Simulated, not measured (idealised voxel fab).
process module | voxel double patterning
cross-section cut | 190 nm wide | cells 5 nm
A cross-section is a grid of square cells, given in bands from the top down. A band is one or more rows of cells.
Each band's line starts with the height of the band's top and of its bottom, in nm. Then come its materials from left to right, each with its width in nm. One material with "throughout" fills the band from edge to edge. "air" is empty space.
Height 0 is the level under which the wafer as received is all one material. The lowest band goes on downwards, as in "0 down".
A width such as "30 to 40" changes by the same amount from each row of cells to the next, from the band's top row to its bottom row.
"no change" after a step means that no cell of the cross-section changed.
closed voids: empty space of 8 cells or more with no open way to the top, each as width x height at its distance from the left edge, in nm
after a step's settings: what the simulator itself notes on the step
overlay nm, on a step with a mask: how far to the right of its planned place the mask lay; to the left if negative
plan
1 op RECEIVE | material Si
2 op CONFORMAL_DEP | material SiO2 | thk nm 5
3 op DIRECTIONAL_DEP | material W | thk nm 10
4 op DIRECTIONAL_DEP | material SiN | thk nm 5
5 op DIRECTIONAL_DEP | material aC | thk nm 15
6 op PATTERN | tone open | mask id FIRST | material resist | width nm 15 | pitch nm 50 | thk nm 30 | overlay nm 0
7 op DIRECTIONAL_ETCH | etch materials aC | depth nm 15
8 op STRIP | etch materials resist
9 op DIRECTIONAL_ETCH | etch materials SiN | depth nm 5
10 op STRIP | etch materials aC
11 op PATTERN | tone open | mask id SECOND | material resist | width nm 15 | pitch nm 50 | thk nm 20 | overlay nm 0
12 op DIRECTIONAL_ETCH | etch materials SiN | depth nm 5
13 op STRIP | etch materials resist
14 op DIRECTIONAL_ETCH | etch materials W | depth nm 10
15 op STRIP | etch materials SiN
varied across the wafers: width nm of step 11. The plan shows the first wafer's value. All wafers start alike
first wafer as received, after step 1
  0 down: Si throughout
  closed voids: none
first wafer at the end, after step 15
  15 to 5: W 35 | air 15 | W 10 | air 15 | W 10 | air 15 | W 10 | air 15 | W 10 | air 15 | W 40
  5 to 0: SiO2 throughout
  0 down: Si throughout
  closed voids: none
last wafer at the end
  15 to 5: W 35 | air 15 | W 5 | air 45 | W 5 | air 45 | W 40
  5 to 0: SiO2 throughout
  0 down: Si throughout
  closed voids: none
each wafer at the end: cells of each material gained (+) or lost (-) since it was received, then its closed voids
width nm 15 | +38 SiO2 | +46 W | closed voids: none
width nm 20 | +38 SiO2 | +42 W | closed voids: none
width nm 25 | +38 SiO2 | +38 W | closed voids: none
width nm 30 | +38 SiO2 | +34 W | closed voids: none
